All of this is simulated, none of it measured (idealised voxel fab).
process module | voxel transistor to metal
cross-section cut | 185 nm wide | cells 5 nm
A cross-section is a grid of square cells, given in bands from the top down. A band is one or more rows of cells.
Each band's line starts with the height of the band's top and of its bottom, in nm. Then come its materials from left to right, each with its width in nm. One material with "throughout" fills the band from edge to edge. "air" is empty space.
Height 0 is the level under which the wafer as received is all one material. The lowest band goes on downwards, as in "0 down".
A width such as "30 to 40" changes by the same amount from each row of cells to the next, from the band's top row to its bottom row.
"no change" after a step means that no cell of the cross-section changed.
closed voids: empty space of 8 cells or more with no open way to the top, each as width x height at its distance from the left edge, in nm
after a step's settings: what the simulator itself notes on the step
overlay nm, on a step with a mask: how far to the right of its planned place the mask lay; to the left if negative
plan
1 op RECEIVE | material Si
2 op CONFORMAL_DEP | material SiO2 | thk nm 5
3 op CONFORMAL_DEP | material SiN | thk nm 15
4 op DIRECTIONAL_DEP | material aC | thk nm 10
5 op PATTERN | tone cover | mask id ACTIVE | material resist | width nm 105 | thk nm 25 | overlay nm 0
6 op DIRECTIONAL_ETCH | etch materials aC | depth nm 10
7 op STRIP | etch materials resist
8 op DIRECTIONAL_ETCH | etch materials SiN | depth nm 15
9 op DIRECTIONAL_ETCH | etch materials SiO2 | depth nm 5
10 op DIRECTIONAL_ETCH | etch materials Si | depth nm 35
11 op STRIP | etch materials aC
12 op OXIDIZE | depth nm 5
13 op FILL_DEP | material SiO2 | thk nm 5
14 op CMP | height nm 20
15 op SELECTIVE_ETCH | etch materials SiO2 | depth nm 10
16 op STRIP | etch materials SiN
17 op SELECTIVE_ETCH | etch materials SiO2 | depth nm 5
18 op OXIDIZE | depth nm 5
19 op DIRECTIONAL_DEP | material polySi | thk nm 25
20 op DIRECTIONAL_DEP | material SiCN | thk nm 10
21 op DIRECTIONAL_DEP | material aC | thk nm 15
22 op PATTERN | tone cover | mask id GATE | material resist | width nm 35 | thk nm 35 | overlay nm 0
23 op DIRECTIONAL_ETCH | etch materials aC | depth nm 15
24 op STRIP | etch materials resist
25 op DIRECTIONAL_ETCH | etch materials SiCN | depth nm 20
26 op DIRECTIONAL_ETCH | etch materials polySi | depth nm 35
27 op STRIP | etch materials aC
28 op CONFORMAL_DEP | material SiN | thk nm 10
29 op DIRECTIONAL_ETCH | etch materials SiN | depth nm 10
30 op DIRECTIONAL_ETCH | etch materials SiO2 | depth nm 5
31 op DIRECTIONAL_ETCH | etch materials Si | depth nm 5
32 op EPI | material SiGe | thk nm 10
33 op FILL_DEP | material SiO2 | thk nm 5
34 op CMP | height nm 25
35 op STRIP | etch materials polySi
36 op SELECTIVE_ETCH | etch materials SiO2 | depth nm 5
37 op CONFORMAL_DEP | material HfO2 | thk nm 5
38 op CONFORMAL_DEP | material TiN | thk nm 5
39 op FILL_DEP | material W | thk nm 5
40 op CMP | height nm 20
41 op DIRECTIONAL_DEP | material SiO2 | thk nm 10
42 op DIRECTIONAL_DEP | material aC | thk nm 15
43 op PATTERN | tone open | mask id CONTACT | material resist | width nm 15 | pitch nm 80 | thk nm 30 | overlay nm 0
44 op DIRECTIONAL_ETCH | etch materials aC | depth nm 15
45 op STRIP | etch materials resist
46 op DIRECTIONAL_ETCH | etch materials SiO2 | depth nm 30
47 op STRIP | etch materials aC
48 op CONFORMAL_DEP | material TiN | thk nm 5
49 op FILL_DEP | material Ru | thk nm 5
50 op CMP | height nm 30
51 op DIRECTIONAL_DEP | material TiN | thk nm 5
52 op DIRECTIONAL_DEP | material W | thk nm 20
53 op PATTERN | tone cover | mask id METAL_1 | material resist | width nm 15 | pitch nm 80 | thk nm 15 | overlay nm 0
54 op DIRECTIONAL_ETCH | etch materials W | depth nm 20
55 op DIRECTIONAL_ETCH | etch materials TiN | depth nm 5
56 op STRIP | etch materials resist
57 op FILL_DEP | material SiO2 | thk nm 10
58 op CMP | height nm 55
59 op CONFORMAL_DEP | material SiCN | thk nm 5
60 op DIRECTIONAL_DEP | material lowk | thk nm 30
61 op MASKED_ETCH | tone open | mask id METAL_2 | width nm 15 | pitch nm 80 | etch materials lowk | depth nm 20 | overlay nm 0
62 op MASKED_ETCH | tone open | mask id METAL_2_HOLES | width nm 15 | pitch nm 80 | etch materials lowk | depth nm 10 | overlay nm 0
63 op MASKED_ETCH | tone open | mask id METAL_2_HOLES | width nm 15 | pitch nm 80 | etch materials SiCN | depth nm 5 | overlay nm 0
64 op CONFORMAL_DEP | material TiN | thk nm 5
65 op FILL_DEP | material Cu | thk nm 10
66 op CMP | height nm 90
67 op CONFORMAL_DEP | material SiN | thk nm 5
first wafer, as planned
as received, after step 1
  0 down: Si throughout
  closed voids: none
after step 2
  5 to 0: SiO2 throughout
  below 0: unchanged
after step 3
  20 to 5: SiN throughout
  below 5: unchanged
after step 4
  30 to 20: aC throughout
  below 20: unchanged
after step 5
  55 to 30: air 40 | resist 105 | air 40
  below 30: unchanged
after step 6
  45 to 30: air 40 | resist 105 | air 40
  30 to 20: air 40 | aC 105 | air 40
  below 20: unchanged
after step 7
  30 to 20: air 40 | aC 105 | air 40
  below 20: unchanged
after step 8
  30 to 20: air 40 | aC 105 | air 40
  20 to 5: air 40 | SiN 105 | air 40
  below 5: unchanged
after step 9
  30 to 20: air 40 | aC 105 | air 40
  20 to 5: air 40 | SiN 105 | air 40
  5 to 0: air 40 | SiO2 105 | air 40
  below 0: unchanged
after step 10
  30 to 20: air 40 | aC 105 | air 40
  20 to 5: air 40 | SiN 105 | air 40
  5 to 0: air 40 | SiO2 105 | air 40
  0 to -35: air 40 | Si 105 | air 40
  below -35: unchanged
after step 11
  20 to 5: air 40 | SiN 105 | air 40
  below 5: unchanged
after step 12
  20 to 5: air 40 | SiN 105 | air 40
  5 to 0: air 40 | SiO2 105 | air 40
  0 to -35: air 40 | SiO2 5 | Si 95 | SiO2 5 | air 40
  -35 to -40: SiO2 45 | Si 95 | SiO2 45
  below -40: unchanged
after step 13
  25 to 20: SiO2 throughout
  20 to 5: SiO2 40 | SiN 105 | SiO2 40
  5 to 0: SiO2 throughout
  0 to -40: SiO2 45 | Si 95 | SiO2 45
  below -40: unchanged
after step 14
  20 to 5: SiO2 40 | SiN 105 | SiO2 40
  below 5: unchanged
after step 15
  20 to 10: air 40 | SiN 105 | air 40
  below 10: unchanged
after step 16
  10 to 5: SiO2 40 | air 105 | SiO2 40
  below 5: unchanged
after step 17
  5 to 0: SiO2 35 | air 115 | SiO2 35
  below 0: unchanged
after step 18
  5 to 0: SiO2 35 | air 115 | SiO2 35
  0 to -5: SiO2 throughout
  below -5: unchanged
after step 19
  30 to 25: polySi 35 | air 115 | polySi 35
  25 to 5: polySi throughout
  5 to 0: SiO2 35 | polySi 115 | SiO2 35
  below 0: unchanged
after step 20
  40 to 35: SiCN 35 | air 115 | SiCN 35
  35 to 30: SiCN throughout
  30 to 25: polySi 35 | SiCN 115 | polySi 35
  below 25: unchanged
after step 21
  55 to 50: aC 35 | air 115 | aC 35
  50 to 40: aC throughout
  40 to 35: SiCN 35 | aC 115 | SiCN 35
  below 35: unchanged
after step 22
  90 to 55: air 75 | resist 35 | air 75
  55 to 50: aC 35 | air 40 | resist 35 | air 40 | aC 35
  below 50: unchanged
after step 23
  75 to 50: air 75 | resist 35 | air 75
  50 to 40: air 75 | aC 35 | air 75
  40 to 35: SiCN 35 | air 40 | aC 35 | air 40 | SiCN 35
  below 35: unchanged
after step 24
  50 to 40: air 75 | aC 35 | air 75
  below 40: unchanged
after step 25
  50 to 35: air 75 | aC 35 | air 75
  35 to 30: air 75 | SiCN 35 | air 75
  30 to 25: polySi 35 | air 40 | SiCN 35 | air 40 | polySi 35
  below 25: unchanged
after step 26
  50 to 35: air 75 | aC 35 | air 75
  35 to 25: air 75 | SiCN 35 | air 75
  25 to 5: air 75 | polySi 35 | air 75
  5 to 0: SiO2 35 | air 40 | polySi 35 | air 40 | SiO2 35
  below 0: unchanged
after step 27
  35 to 25: air 75 | SiCN 35 | air 75
  below 25: unchanged
after step 28
  45 to 35: air 65 | SiN 55 | air 65
  35 to 25: air 65 | SiN 10 | SiCN 35 | SiN 10 | air 65
  25 to 15: air 65 | SiN 10 | polySi 35 | SiN 10 | air 65
  15 to 10: SiN 45 | air 20 | SiN 10 | polySi 35 | SiN 10 | air 20 | SiN 45
  10 to 5: SiN 75 | polySi 35 | SiN 75
  5 to 0: SiO2 35 | SiN 40 | polySi 35 | SiN 40 | SiO2 35
  below 0: unchanged
after step 29
  35 to 25: air 65 | SiN 10 | SiCN 35 | SiN 10 | air 65
  25 to 5: air 65 | SiN 10 | polySi 35 | SiN 10 | air 65
  5 to 0: SiO2 35 | SiN 10 | air 20 | SiN 10 | polySi 35 | SiN 10 | air 20 | SiN 10 | SiO2 35
  below 0: unchanged
after step 30
  35 to 25: air 65 | SiN 10 | SiCN 35 | SiN 10 | air 65
  25 to 5: air 65 | SiN 10 | polySi 35 | SiN 10 | air 65
  5 to 0: air 35 | SiN 10 | air 20 | SiN 10 | polySi 35 | SiN 10 | air 20 | SiN 10 | air 35
  0 to -5: SiO2 45 | air 20 | SiO2 55 | air 20 | SiO2 45
  below -5: unchanged
after step 31
  35 to 25: air 65 | SiN 10 | SiCN 35 | SiN 10 | air 65
  25 to 5: air 65 | SiN 10 | polySi 35 | SiN 10 | air 65
  5 to 0: air 35 | SiN 10 | air 20 | SiN 10 | polySi 35 | SiN 10 | air 20 | SiN 10 | air 35
  0 to -5: SiO2 45 | air 20 | SiO2 55 | air 20 | SiO2 45
  -5 to -10: SiO2 45 | air 20 | Si 55 | air 20 | SiO2 45
  below -10: unchanged
after step 32
  35 to 25: air 65 | SiN 10 | SiCN 35 | SiN 10 | air 65
  25 to 5: air 65 | SiN 10 | polySi 35 | SiN 10 | air 65
  5 to 0: air 35 | SiN 10 | air 10 | SiGe 10 | SiN 10 | polySi 35 | SiN 10 | SiGe 10 | air 10 | SiN 10 | air 35
  0 to -5: SiO2 45 | SiGe 20 | SiO2 55 | SiGe 20 | SiO2 45
  -5 to -10: SiO2 45 | SiGe 20 | Si 55 | SiGe 20 | SiO2 45
  below -10: unchanged
after step 33
  40 to 35: SiO2 throughout
  35 to 25: SiO2 65 | SiN 10 | SiCN 35 | SiN 10 | SiO2 65
  25 to 5: SiO2 65 | SiN 10 | polySi 35 | SiN 10 | SiO2 65
  5 to 0: SiO2 35 | SiN 10 | SiO2 10 | SiGe 10 | SiN 10 | polySi 35 | SiN 10 | SiGe 10 | SiO2 10 | SiN 10 | SiO2 35
  below 0: unchanged
after step 34
  25 to 5: SiO2 65 | SiN 10 | polySi 35 | SiN 10 | SiO2 65
  below 5: unchanged
after step 35
  25 to 5: SiO2 65 | SiN 10 | air 35 | SiN 10 | SiO2 65
  5 to 0: SiO2 35 | SiN 10 | SiO2 10 | SiGe 10 | SiN 10 | air 35 | SiN 10 | SiGe 10 | SiO2 10 | SiN 10 | SiO2 35
  below 0: unchanged
after step 36
  25 to 20: air 65 | SiN 10 | air 35 | SiN 10 | air 65
  20 to 5: SiO2 65 | SiN 10 | air 35 | SiN 10 | SiO2 65
  5 to 0: SiO2 35 | SiN 10 | SiO2 10 | SiGe 10 | SiN 10 | air 35 | SiN 10 | SiGe 10 | SiO2 10 | SiN 10 | SiO2 35
  0 to -5: SiO2 45 | SiGe 20 | SiO2 5 | air 45 | SiO2 5 | SiGe 20 | SiO2 45
  below -5: unchanged
after step 37
  30 to 25: air 60 | HfO2 20 | air 25 | HfO2 20 | air 60
  25 to 20: HfO2 65 | SiN 10 | HfO2 5 | air 25 | HfO2 5 | SiN 10 | HfO2 65
  20 to 5: SiO2 65 | SiN 10 | HfO2 5 | air 25 | HfO2 5 | SiN 10 | SiO2 65
  5 to 0: SiO2 35 | SiN 10 | SiO2 10 | SiGe 10 | SiN 10 | HfO2 5 | air 25 | HfO2 5 | SiN 10 | SiGe 10 | SiO2 10 | SiN 10 | SiO2 35
  0 to -5: SiO2 45 | SiGe 20 | SiO2 5 | HfO2 45 | SiO2 5 | SiGe 20 | SiO2 45
  below -5: unchanged
after step 38
  35 to 30: air 55 | TiN 30 | air 15 | TiN 30 | air 55
  30 to 25: TiN 60 | HfO2 20 | TiN 5 | air 15 | TiN 5 | HfO2 20 | TiN 60
  25 to 20: HfO2 65 | SiN 10 | HfO2 5 | TiN 5 | air 15 | TiN 5 | HfO2 5 | SiN 10 | HfO2 65
  20 to 5: SiO2 65 | SiN 10 | HfO2 5 | TiN 5 | air 15 | TiN 5 | HfO2 5 | SiN 10 | SiO2 65
  5 to 0: SiO2 35 | SiN 10 | SiO2 10 | SiGe 10 | SiN 10 | HfO2 5 | TiN 25 | HfO2 5 | SiN 10 | SiGe 10 | SiO2 10 | SiN 10 | SiO2 35
  below 0: unchanged
after step 39
  40 to 35: W throughout
  35 to 30: W 55 | TiN 30 | W 15 | TiN 30 | W 55
  30 to 25: TiN 60 | HfO2 20 | TiN 5 | W 15 | TiN 5 | HfO2 20 | TiN 60
  25 to 20: HfO2 65 | SiN 10 | HfO2 5 | TiN 5 | W 15 | TiN 5 | HfO2 5 | SiN 10 | HfO2 65
  20 to 5: SiO2 65 | SiN 10 | HfO2 5 | TiN 5 | W 15 | TiN 5 | HfO2 5 | SiN 10 | SiO2 65
  below 5: unchanged
after step 40
  20 to 5: SiO2 65 | SiN 10 | HfO2 5 | TiN 5 | W 15 | TiN 5 | HfO2 5 | SiN 10 | SiO2 65
  below 5: unchanged
after step 41
  30 to 20: SiO2 throughout
  below 20: unchanged
after step 42
  45 to 30: aC throughout
  below 30: unchanged
after step 43
  75 to 45: resist 45 | air 15 | resist 65 | air 15 | resist 45
  below 45: unchanged
after step 44
  60 to 45: resist 45 | air 15 | resist 65 | air 15 | resist 45
  45 to 30: aC 45 | air 15 | aC 65 | air 15 | aC 45
  below 30: unchanged
after step 45
  45 to 30: aC 45 | air 15 | aC 65 | air 15 | aC 45
  below 30: unchanged
after step 46
  45 to 30: aC 45 | air 15 | aC 65 | air 15 | aC 45
  30 to 20: SiO2 45 | air 15 | SiO2 65 | air 15 | SiO2 45
  20 to 5: SiO2 45 | air 15 | SiO2 5 | SiN 10 | HfO2 5 | TiN 5 | W 15 | TiN 5 | HfO2 5 | SiN 10 | SiO2 5 | air 15 | SiO2 45
  5 to 0: SiO2 35 | SiN 10 | air 10 | SiGe 10 | SiN 10 | HfO2 5 | TiN 25 | HfO2 5 | SiN 10 | SiGe 10 | air 10 | SiN 10 | SiO2 35
  below 0: unchanged
after step 47
  30 to 20: SiO2 45 | air 15 | SiO2 65 | air 15 | SiO2 45
  below 20: unchanged
after step 48
  35 to 30: TiN 50 | air 5 | TiN 75 | air 5 | TiN 50
  30 to 20: SiO2 45 | TiN 5 | air 5 | TiN 5 | SiO2 65 | TiN 5 | air 5 | TiN 5 | SiO2 45
  20 to 10: SiO2 45 | TiN 5 | air 5 | TiN 5 | SiO2 5 | SiN 10 | HfO2 5 | TiN 5 | W 15 | TiN 5 | HfO2 5 | SiN 10 | SiO2 5 | TiN 5 | air 5 | TiN 5 | SiO2 45
  10 to 5: SiO2 45 | TiN 15 | SiO2 5 | SiN 10 | HfO2 5 | TiN 5 | W 15 | TiN 5 | HfO2 5 | SiN 10 | SiO2 5 | TiN 15 | SiO2 45
  5 to 0: SiO2 35 | SiN 10 | TiN 10 | SiGe 10 | SiN 10 | HfO2 5 | TiN 25 | HfO2 5 | SiN 10 | SiGe 10 | TiN 10 | SiN 10 | SiO2 35
  below 0: unchanged
after step 49
  40 to 35: Ru throughout
  35 to 30: TiN 50 | Ru 5 | TiN 75 | Ru 5 | TiN 50
  30 to 20: SiO2 45 | TiN 5 | Ru 5 | TiN 5 | SiO2 65 | TiN 5 | Ru 5 | TiN 5 | SiO2 45
  20 to 10: SiO2 45 | TiN 5 | Ru 5 | TiN 5 | SiO2 5 | SiN 10 | HfO2 5 | TiN 5 | W 15 | TiN 5 | HfO2 5 | SiN 10 | SiO2 5 | TiN 5 | Ru 5 | TiN 5 | SiO2 45
  below 10: unchanged
after step 50
  30 to 20: SiO2 45 | TiN 5 | Ru 5 | TiN 5 | SiO2 65 | TiN 5 | Ru 5 | TiN 5 | SiO2 45
  below 20: unchanged
after step 51
  35 to 30: TiN throughout
  below 30: unchanged
after step 52
  55 to 35: W throughout
  below 35: unchanged
after step 53
  70 to 55: air 45 | resist 15 | air 65 | resist 15 | air 45
  below 55: unchanged
after step 54
  70 to 55: air 45 | resist 15 | air 65 | resist 15 | air 45
  55 to 35: air 45 | W 15 | air 65 | W 15 | air 45
  below 35: unchanged
after step 55
  70 to 55: air 45 | resist 15 | air 65 | resist 15 | air 45
  55 to 35: air 45 | W 15 | air 65 | W 15 | air 45
  35 to 30: air 45 | TiN 15 | air 65 | TiN 15 | air 45
  below 30: unchanged
after step 56
  55 to 35: air 45 | W 15 | air 65 | W 15 | air 45
  below 35: unchanged
after step 57
  65 to 55: SiO2 throughout
  55 to 35: SiO2 45 | W 15 | SiO2 65 | W 15 | SiO2 45
  35 to 30: SiO2 45 | TiN 15 | SiO2 65 | TiN 15 | SiO2 45
  below 30: unchanged
after step 58
  55 to 35: SiO2 45 | W 15 | SiO2 65 | W 15 | SiO2 45
  below 35: unchanged
after step 59
  60 to 55: SiCN throughout
  below 55: unchanged
after step 60
  90 to 60: lowk throughout
  below 60: unchanged
after step 61
  90 to 70: lowk 45 | air 15 | lowk 65 | air 15 | lowk 45
  below 70: unchanged
after step 62
  90 to 60: lowk 45 | air 15 | lowk 65 | air 15 | lowk 45
  below 60: unchanged
after step 63
  90 to 60: lowk 45 | air 15 | lowk 65 | air 15 | lowk 45
  60 to 55: SiCN 45 | air 15 | SiCN 65 | air 15 | SiCN 45
  below 55: unchanged
after step 64
  95 to 90: TiN 50 | air 5 | TiN 75 | air 5 | TiN 50
  90 to 60: lowk 45 | TiN 5 | air 5 | TiN 5 | lowk 65 | TiN 5 | air 5 | TiN 5 | lowk 45
  60 to 55: SiCN 45 | TiN 15 | SiCN 65 | TiN 15 | SiCN 45
  below 55: unchanged
after step 65
  105 to 95: Cu throughout
  95 to 90: TiN 50 | Cu 5 | TiN 75 | Cu 5 | TiN 50
  90 to 60: lowk 45 | TiN 5 | Cu 5 | TiN 5 | lowk 65 | TiN 5 | Cu 5 | TiN 5 | lowk 45
  below 60: unchanged
after step 66
  90 to 60: lowk 45 | TiN 5 | Cu 5 | TiN 5 | lowk 65 | TiN 5 | Cu 5 | TiN 5 | lowk 45
  below 60: unchanged
after step 67
  95 to 90: SiN throughout
  below 90: unchanged
second wafer: like start, like plan, one mistake. Through step 50 it matches the first wafer
when step 51 should have ended
  50 to 30: W throughout
  below 30: unchanged
when step 52 should have ended
  55 to 50: TiN throughout
  below 50: unchanged
when step 53 should have ended
  70 to 55: air 45 | resist 15 | air 65 | resist 15 | air 45
  below 55: unchanged
when step 54 should have ended: no change
when step 55 should have ended
  70 to 55: air 45 | resist 15 | air 65 | resist 15 | air 45
  55 to 50: air 45 | TiN 15 | air 65 | TiN 15 | air 45
  below 50: unchanged
when step 56 should have ended
  55 to 50: air 45 | TiN 15 | air 65 | TiN 15 | air 45
  below 50: unchanged
when step 57 should have ended
  65 to 55: SiO2 throughout
  55 to 50: SiO2 45 | TiN 15 | SiO2 65 | TiN 15 | SiO2 45
  below 50: unchanged
when step 58 should have ended
  55 to 50: SiO2 45 | TiN 15 | SiO2 65 | TiN 15 | SiO2 45
  below 50: unchanged
when step 59 should have ended
  60 to 55: SiCN throughout
  below 55: unchanged
when step 60 should have ended
  90 to 60: lowk throughout
  below 60: unchanged
when step 61 should have ended
  90 to 70: lowk 45 | air 15 | lowk 65 | air 15 | lowk 45
  below 70: unchanged
when step 62 should have ended
  90 to 60: lowk 45 | air 15 | lowk 65 | air 15 | lowk 45
  below 60: unchanged
when step 63 should have ended
  90 to 60: lowk 45 | air 15 | lowk 65 | air 15 | lowk 45
  60 to 55: SiCN 45 | air 15 | SiCN 65 | air 15 | SiCN 45
  below 55: unchanged
when step 64 should have ended
  95 to 90: TiN 50 | air 5 | TiN 75 | air 5 | TiN 50
  90 to 60: lowk 45 | TiN 5 | air 5 | TiN 5 | lowk 65 | TiN 5 | air 5 | TiN 5 | lowk 45
  60 to 55: SiCN 45 | TiN 15 | SiCN 65 | TiN 15 | SiCN 45
  below 55: unchanged
when step 65 should have ended
  105 to 95: Cu throughout
  95 to 90: TiN 50 | Cu 5 | TiN 75 | Cu 5 | TiN 50
  90 to 60: lowk 45 | TiN 5 | Cu 5 | TiN 5 | lowk 65 | TiN 5 | Cu 5 | TiN 5 | lowk 45
  below 60: unchanged
when step 66 should have ended
  90 to 60: lowk 45 | TiN 5 | Cu 5 | TiN 5 | lowk 65 | TiN 5 | Cu 5 | TiN 5 | lowk 45
  below 60: unchanged
when step 67 should have ended
  95 to 90: SiN throughout
  below 90: unchanged
what went wrong: steps 51 and 52 were swapped
at the end the second wafer has, in cells: 124 fewer of SiO2 | 124 more of W
